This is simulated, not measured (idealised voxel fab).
Process module under the name voxel capacitor over wiring
Shown is cross-section cut, with a width of 295 nm and square cells of size 5 nm.
Heads up, the way a cross-section reads in here is a grid of square cells, handed over as bands from the top down, with every band being one or more rows of cells.
Quick guide to a band line: top height, bottom height (nm) up front; then every material left to right with its width in nm. Only one material and it's marked "everywhere"? Then it fills the band edge to edge. And "air" just means empty space.
Heights are measured from 0, the level below which the as-received wafer is all one material; the lowest band has no bottom and continues downward, written as in "top 0, no bottom".
It should be noted that a width expressed as "30->40" varies in equal increments from row to row of cells within the band, taking the value of the first number at the top row and that of the second number at the bottom row.
A step reported as "no alteration" is a step in which no cell of the cross-section changed.
"Closed empty spaces" specifies each empty space that is not open to the top and that occupies no fewer than 8 cells, using the form width x height at distance, the distance measured from the left edge and all three quantities in nm.
Post-settings text on a step line: simulator's own remark regarding the step.
When a step includes a mask, the "overlay nm" setting on its line states how far to the right of its planned place that mask lay, and negative values state how far to the left.

## The process steps that were planned are listed below
| 1 | op RECEIVE | material Si |
| 2 | op CONFORMAL_DEP | material SiO2 | thk nm 10 |
| 3 | op DIRECTIONAL_DEP | material TiN | thk nm 5 |
| 4 | op DIRECTIONAL_DEP | material W | thk nm 25 |
| 5 | op MASKED_ETCH | tone cover | mask id METAL_1 | width nm 20 | pitch nm 80 | etch materials W | depth nm 25 | overlay nm 0 |
| 6 | op MASKED_ETCH | tone cover | mask id METAL_1 | width nm 20 | pitch nm 80 | etch materials TiN | depth nm 5 | overlay nm 0 |
| 7 | op FILL_DEP | material SiO2 | thk nm 5 |
| 8 | op CMP | height nm 40 |
| 9 | op CONFORMAL_DEP | material SiCN | thk nm 5 |
| 10 | op DIRECTIONAL_DEP | material SiO2 | thk nm 15 |
| 11 | op DIRECTIONAL_DEP | material aC | thk nm 10 |
| 12 | op PATTERN | tone open | mask id PLUG_1 | material resist | width nm 15 | thk nm 25 | overlay nm 0 |
| 13 | op DIRECTIONAL_ETCH | etch materials aC | depth nm 10 |
| 14 | op STRIP | etch materials resist |
| 15 | op DIRECTIONAL_ETCH | etch materials SiO2 | depth nm 15 |
| 16 | op DIRECTIONAL_ETCH | etch materials SiCN | depth nm 5 |
| 17 | op STRIP | etch materials aC |
| 18 | op EPI | material Ru | thk nm 10 |
| 19 | op EPI | material Ru | thk nm 10 |
| 20 | op DIRECTIONAL_DEP | material TiN | thk nm 5 |
| 21 | op DIRECTIONAL_DEP | material Al2O3 | thk nm 5 |
| 22 | op DIRECTIONAL_DEP | material TiN | thk nm 10 |
| 23 | op MASKED_ETCH | tone cover | mask id UPPER_PLATE | width nm 65 | etch materials TiN | depth nm 10 | overlay nm 0 |
| 24 | op MASKED_ETCH | tone cover | mask id UPPER_PLATE | width nm 65 | etch materials Al2O3 | depth nm 5 | overlay nm 0 |
| 25 | op PATTERN | tone cover | mask id LOWER_PLATE | material resist | width nm 75 | thk nm 15 | overlay nm 0 |
| 26 | op DIRECTIONAL_ETCH | etch materials TiN | depth nm 5 |
| 27 | op STRIP | etch materials resist |
| 28 | op FILL_DEP | material SiO2 | thk nm 20 |
| 29 | op CMP | height nm 95 |
| 30 | op DIRECTIONAL_DEP | material aC | thk nm 15 |
| 31 | op PATTERN | tone open | mask id PLUG_2 | material resist | width nm 15 | thk nm 30 | overlay nm 0 |
| 32 | op DIRECTIONAL_ETCH | etch materials aC | depth nm 15 |
| 33 | op STRIP | etch materials resist |
| 34 | op DIRECTIONAL_ETCH | etch materials SiO2 | depth nm 15 |
| 35 | op STRIP | etch materials aC |
| 36 | op CONFORMAL_DEP | material TiN | thk nm 5 |
| 37 | op FILL_DEP | material Ru | thk nm 5 |
| 38 | op CMP | height nm 95 |
| 39 | op CONFORMAL_DEP | material SiCN | thk nm 5 |

## Run as planned: first of two wafers

## Cross-section of the wafer as it came to us, i.e., already through step 1
> top 0, no bottom | Si everywhere
> Closed empty spaces: none

## State of the wafer after step 2, shown in cross-section
> top 10, bottom 0 | SiO2 everywhere
> Lower than 0, everything is as it was.

## State of the wafer after step 3, shown in cross-section
> top 15, bottom 10 | TiN everywhere
> Lower than 10, everything is as it was.

## State of the wafer after step 4, shown in cross-section
> top 40, bottom 15 | W everywhere
> Lower than 15, everything is as it was.

## State of the wafer after step 5, shown in cross-section
> top 40, bottom 15 | air (95) / W (20) / air (60) / W (20) / air (100)
> Lower than 15, everything is as it was.

## State of the wafer after step 6, shown in cross-section
> top 40, bottom 15 | air (95) / W (20) / air (60) / W (20) / air (100)
> top 15, bottom 10 | air (95) / TiN (20) / air (60) / TiN (20) / air (100)
> Lower than 10, everything is as it was.

## State of the wafer after step 7, shown in cross-section
> top 45, bottom 40 | SiO2 everywhere
> top 40, bottom 15 | SiO2 (95) / W (20) / SiO2 (60) / W (20) / SiO2 (100)
> top 15, bottom 10 | SiO2 (95) / TiN (20) / SiO2 (60) / TiN (20) / SiO2 (100)
> Lower than 10, everything is as it was.

## State of the wafer after step 8, shown in cross-section
> top 40, bottom 15 | SiO2 (95) / W (20) / SiO2 (60) / W (20) / SiO2 (100)
> Lower than 15, everything is as it was.

## State of the wafer after step 9, shown in cross-section
> top 45, bottom 40 | SiCN everywhere
> Lower than 40, everything is as it was.

## State of the wafer after step 10, shown in cross-section
> top 60, bottom 45 | SiO2 everywhere
> Lower than 45, everything is as it was.

## State of the wafer after step 11, shown in cross-section
> top 70, bottom 60 | aC everywhere
> Lower than 60, everything is as it was.

## State of the wafer after step 12, shown in cross-section
> top 95, bottom 70 | resist (100) / air (15) / resist (180)
> Lower than 70, everything is as it was.

## State of the wafer after step 13, shown in cross-section
> top 85, bottom 70 | resist (100) / air (15) / resist (180)
> top 70, bottom 60 | aC (100) / air (15) / aC (180)
> Lower than 60, everything is as it was.

## State of the wafer after step 14, shown in cross-section
> top 70, bottom 60 | aC (100) / air (15) / aC (180)
> Lower than 60, everything is as it was.

## State of the wafer after step 15, shown in cross-section
> top 70, bottom 60 | aC (100) / air (15) / aC (180)
> top 60, bottom 45 | SiO2 (100) / air (15) / SiO2 (180)
> Lower than 45, everything is as it was.

## State of the wafer after step 16, shown in cross-section
> top 70, bottom 60 | aC (100) / air (15) / aC (180)
> top 60, bottom 45 | SiO2 (100) / air (15) / SiO2 (180)
> top 45, bottom 40 | SiCN (100) / air (15) / SiCN (180)
> Lower than 40, everything is as it was.

## State of the wafer after step 17, shown in cross-section
> top 60, bottom 45 | SiO2 (100) / air (15) / SiO2 (180)
> Lower than 45, everything is as it was.

## State of the wafer after step 18, shown in cross-section
> top 60, bottom 50 | SiO2 (100) / air (15) / SiO2 (180)
> top 50, bottom 45 | SiO2 (100) / Ru (15) / SiO2 (180)
> top 45, bottom 40 | SiCN (100) / Ru (15) / SiCN (180)
> Lower than 40, everything is as it was.

## State of the wafer after step 19, shown in cross-section
> top 60, bottom 45 | SiO2 (100) / Ru (15) / SiO2 (180)
> Lower than 45, everything is as it was.

## State of the wafer after step 20, shown in cross-section
> top 65, bottom 60 | TiN everywhere
> Lower than 60, everything is as it was.

## State of the wafer after step 21, shown in cross-section
> top 70, bottom 65 | Al2O3 everywhere
> Lower than 65, everything is as it was.

## State of the wafer after step 22, shown in cross-section
> top 80, bottom 70 | TiN everywhere
> Lower than 70, everything is as it was.

## State of the wafer after step 23, shown in cross-section
> top 80, bottom 70 | air (100) / TiN (65) / air (130)
> Lower than 70, everything is as it was.

## State of the wafer after step 24, shown in cross-section
> top 80, bottom 70 | air (100) / TiN (65) / air (130)
> top 70, bottom 65 | air (100) / Al2O3 (65) / air (130)
> Lower than 65, everything is as it was.

## State of the wafer after step 25, shown in cross-section
> top 95, bottom 80 | air (95) / resist (75) / air (125)
> top 80, bottom 70 | air (95) / resist (5) / TiN (65) / resist (5) / air (125)
> top 70, bottom 65 | air (95) / resist (5) / Al2O3 (65) / resist (5) / air (125)
> Lower than 65, everything is as it was.

## State of the wafer after step 26, shown in cross-section
> top 95, bottom 80 | air (95) / resist (75) / air (125)
> top 80, bottom 70 | air (95) / resist (5) / TiN (65) / resist (5) / air (125)
> top 70, bottom 65 | air (95) / resist (5) / Al2O3 (65) / resist (5) / air (125)
> top 65, bottom 60 | air (95) / TiN (75) / air (125)
> Lower than 60, everything is as it was.

## State of the wafer after step 27, shown in cross-section
> top 80, bottom 70 | air (100) / TiN (65) / air (130)
> top 70, bottom 65 | air (100) / Al2O3 (65) / air (130)
> Lower than 65, everything is as it was.

## State of the wafer after step 28, shown in cross-section
> top 100, bottom 80 | SiO2 everywhere
> top 80, bottom 70 | SiO2 (100) / TiN (65) / SiO2 (130)
> top 70, bottom 65 | SiO2 (100) / Al2O3 (65) / SiO2 (130)
> top 65, bottom 60 | SiO2 (95) / TiN (75) / SiO2 (125)
> Lower than 60, everything is as it was.

## State of the wafer after step 29, shown in cross-section
> top 95, bottom 80 | SiO2 everywhere
> Lower than 80, everything is as it was.

## State of the wafer after step 30, shown in cross-section
> top 110, bottom 95 | aC everywhere
> Lower than 95, everything is as it was.

## State of the wafer after step 31, shown in cross-section
> top 140, bottom 110 | resist (110) / air (15) / resist (170)
> Lower than 110, everything is as it was.

## State of the wafer after step 32, shown in cross-section
> top 125, bottom 110 | resist (110) / air (15) / resist (170)
> top 110, bottom 95 | aC (110) / air (15) / aC (170)
> Lower than 95, everything is as it was.

## State of the wafer after step 33, shown in cross-section
> top 110, bottom 95 | aC (110) / air (15) / aC (170)
> Lower than 95, everything is as it was.

## State of the wafer after step 34, shown in cross-section
> top 110, bottom 95 | aC (110) / air (15) / aC (170)
> top 95, bottom 80 | SiO2 (110) / air (15) / SiO2 (170)
> Lower than 80, everything is as it was.

## State of the wafer after step 35, shown in cross-section
> top 95, bottom 80 | SiO2 (110) / air (15) / SiO2 (170)
> Lower than 80, everything is as it was.

## State of the wafer after step 36, shown in cross-section
> top 100, bottom 95 | TiN (115) / air (5) / TiN (175)
> top 95, bottom 85 | SiO2 (110) / TiN (5) / air (5) / TiN (5) / SiO2 (170)
> top 85, bottom 80 | SiO2 (110) / TiN (15) / SiO2 (170)
> Lower than 80, everything is as it was.

## State of the wafer after step 37, shown in cross-section
> top 105, bottom 100 | Ru everywhere
> top 100, bottom 95 | TiN (115) / Ru (5) / TiN (175)
> top 95, bottom 85 | SiO2 (110) / TiN (5) / Ru (5) / TiN (5) / SiO2 (170)
> Lower than 85, everything is as it was.

## State of the wafer after step 38, shown in cross-section
> top 95, bottom 85 | SiO2 (110) / TiN (5) / Ru (5) / TiN (5) / SiO2 (170)
> Lower than 85, everything is as it was.

## State of the wafer after step 39, shown in cross-section
> top 100, bottom 95 | SiCN everywhere
> Lower than 95, everything is as it was.

## Wafer two. Identical start, identical plan. One mistake in execution. Identical history through step 5

## The second wafer in cross-section, at the planned close of step 6
> top 40, bottom 15 | air (95) / W (20) / air (60) / W (20) / air (100)
> top 15, bottom 10 | air (90) / TiN (25) / air (55) / TiN (25) / air (100)
> Lower than 10, everything is as it was.

## The second wafer in cross-section, at the planned close of step 7
> top 45, bottom 40 | SiO2 everywhere
> top 40, bottom 15 | SiO2 (95) / W (20) / SiO2 (60) / W (20) / SiO2 (100)
> top 15, bottom 10 | SiO2 (90) / TiN (25) / SiO2 (55) / TiN (25) / SiO2 (100)
> Lower than 10, everything is as it was.

## The second wafer in cross-section, at the planned close of step 8
> top 40, bottom 15 | SiO2 (95) / W (20) / SiO2 (60) / W (20) / SiO2 (100)
> Lower than 15, everything is as it was.

## The second wafer in cross-section, at the planned close of step 9
> top 45, bottom 40 | SiCN everywhere
> Lower than 40, everything is as it was.

## The second wafer in cross-section, at the planned close of step 10
> top 60, bottom 45 | SiO2 everywhere
> Lower than 45, everything is as it was.

## The second wafer in cross-section, at the planned close of step 11
> top 70, bottom 60 | aC everywhere
> Lower than 60, everything is as it was.

## The second wafer in cross-section, at the planned close of step 12
> top 95, bottom 70 | resist (100) / air (15) / resist (180)
> Lower than 70, everything is as it was.

## The second wafer in cross-section, at the planned close of step 13
> top 85, bottom 70 | resist (100) / air (15) / resist (180)
> top 70, bottom 60 | aC (100) / air (15) / aC (180)
> Lower than 60, everything is as it was.

## The second wafer in cross-section, at the planned close of step 14
> top 70, bottom 60 | aC (100) / air (15) / aC (180)
> Lower than 60, everything is as it was.

## The second wafer in cross-section, at the planned close of step 15
> top 70, bottom 60 | aC (100) / air (15) / aC (180)
> top 60, bottom 45 | SiO2 (100) / air (15) / SiO2 (180)
> Lower than 45, everything is as it was.

## The second wafer in cross-section, at the planned close of step 16
> top 70, bottom 60 | aC (100) / air (15) / aC (180)
> top 60, bottom 45 | SiO2 (100) / air (15) / SiO2 (180)
> top 45, bottom 40 | SiCN (100) / air (15) / SiCN (180)
> Lower than 40, everything is as it was.

## The second wafer in cross-section, at the planned close of step 17
> top 60, bottom 45 | SiO2 (100) / air (15) / SiO2 (180)
> Lower than 45, everything is as it was.

## The second wafer in cross-section, at the planned close of step 18
> top 60, bottom 50 | SiO2 (100) / air (15) / SiO2 (180)
> top 50, bottom 45 | SiO2 (100) / Ru (15) / SiO2 (180)
> top 45, bottom 40 | SiCN (100) / Ru (15) / SiCN (180)
> Lower than 40, everything is as it was.

## The second wafer in cross-section, at the planned close of step 19
> top 60, bottom 45 | SiO2 (100) / Ru (15) / SiO2 (180)
> Lower than 45, everything is as it was.

## The second wafer in cross-section, at the planned close of step 20
> top 65, bottom 60 | TiN everywhere
> Lower than 60, everything is as it was.

## The second wafer in cross-section, at the planned close of step 21
> top 70, bottom 65 | Al2O3 everywhere
> Lower than 65, everything is as it was.

## The second wafer in cross-section, at the planned close of step 22
> top 80, bottom 70 | TiN everywhere
> Lower than 70, everything is as it was.

## The second wafer in cross-section, at the planned close of step 23
> top 80, bottom 70 | air (100) / TiN (65) / air (130)
> Lower than 70, everything is as it was.

## The second wafer in cross-section, at the planned close of step 24
> top 80, bottom 70 | air (100) / TiN (65) / air (130)
> top 70, bottom 65 | air (100) / Al2O3 (65) / air (130)
> Lower than 65, everything is as it was.

## The second wafer in cross-section, at the planned close of step 25
> top 95, bottom 80 | air (95) / resist (75) / air (125)
> top 80, bottom 70 | air (95) / resist (5) / TiN (65) / resist (5) / air (125)
> top 70, bottom 65 | air (95) / resist (5) / Al2O3 (65) / resist (5) / air (125)
> Lower than 65, everything is as it was.

## The second wafer in cross-section, at the planned close of step 26
> top 95, bottom 80 | air (95) / resist (75) / air (125)
> top 80, bottom 70 | air (95) / resist (5) / TiN (65) / resist (5) / air (125)
> top 70, bottom 65 | air (95) / resist (5) / Al2O3 (65) / resist (5) / air (125)
> top 65, bottom 60 | air (95) / TiN (75) / air (125)
> Lower than 60, everything is as it was.

## The second wafer in cross-section, at the planned close of step 27
> top 80, bottom 70 | air (100) / TiN (65) / air (130)
> top 70, bottom 65 | air (100) / Al2O3 (65) / air (130)
> Lower than 65, everything is as it was.

## The second wafer in cross-section, at the planned close of step 28
> top 100, bottom 80 | SiO2 everywhere
> top 80, bottom 70 | SiO2 (100) / TiN (65) / SiO2 (130)
> top 70, bottom 65 | SiO2 (100) / Al2O3 (65) / SiO2 (130)
> top 65, bottom 60 | SiO2 (95) / TiN (75) / SiO2 (125)
> Lower than 60, everything is as it was.

## The second wafer in cross-section, at the planned close of step 29
> top 95, bottom 80 | SiO2 everywhere
> Lower than 80, everything is as it was.

## The second wafer in cross-section, at the planned close of step 30
> top 110, bottom 95 | aC everywhere
> Lower than 95, everything is as it was.

## The second wafer in cross-section, at the planned close of step 31
> top 140, bottom 110 | resist (110) / air (15) / resist (170)
> Lower than 110, everything is as it was.

## The second wafer in cross-section, at the planned close of step 32
> top 125, bottom 110 | resist (110) / air (15) / resist (170)
> top 110, bottom 95 | aC (110) / air (15) / aC (170)
> Lower than 95, everything is as it was.

## The second wafer in cross-section, at the planned close of step 33
> top 110, bottom 95 | aC (110) / air (15) / aC (170)
> Lower than 95, everything is as it was.

## The second wafer in cross-section, at the planned close of step 34
> top 110, bottom 95 | aC (110) / air (15) / aC (170)
> top 95, bottom 80 | SiO2 (110) / air (15) / SiO2 (170)
> Lower than 80, everything is as it was.

## The second wafer in cross-section, at the planned close of step 35
> top 95, bottom 80 | SiO2 (110) / air (15) / SiO2 (170)
> Lower than 80, everything is as it was.

## The second wafer in cross-section, at the planned close of step 36
> top 100, bottom 95 | TiN (115) / air (5) / TiN (175)
> top 95, bottom 85 | SiO2 (110) / TiN (5) / air (5) / TiN (5) / SiO2 (170)
> top 85, bottom 80 | SiO2 (110) / TiN (15) / SiO2 (170)
> Lower than 80, everything is as it was.

## The second wafer in cross-section, at the planned close of step 37
> top 105, bottom 100 | Ru everywhere
> top 100, bottom 95 | TiN (115) / Ru (5) / TiN (175)
> top 95, bottom 85 | SiO2 (110) / TiN (5) / Ru (5) / TiN (5) / SiO2 (170)
> Lower than 85, everything is as it was.

## The second wafer in cross-section, at the planned close of step 38
> top 95, bottom 85 | SiO2 (110) / TiN (5) / Ru (5) / TiN (5) / SiO2 (170)
> Lower than 85, everything is as it was.

## The second wafer in cross-section, at the planned close of step 39
> top 100, bottom 95 | SiCN everywhere
> Lower than 95, everything is as it was.
Run error: for step 6, the planned setting was not used; the step was instead run as op MASKED_ETCH | tone cover | mask id METAL_1 | width nm 20 | pitch nm 80 | etch materials TiN | depth nm 5 | overlay nm -5
At the finish, the second wafer shows more or fewer cells for some materials than the first does: 2 fewer of SiO2; 2 more of TiN
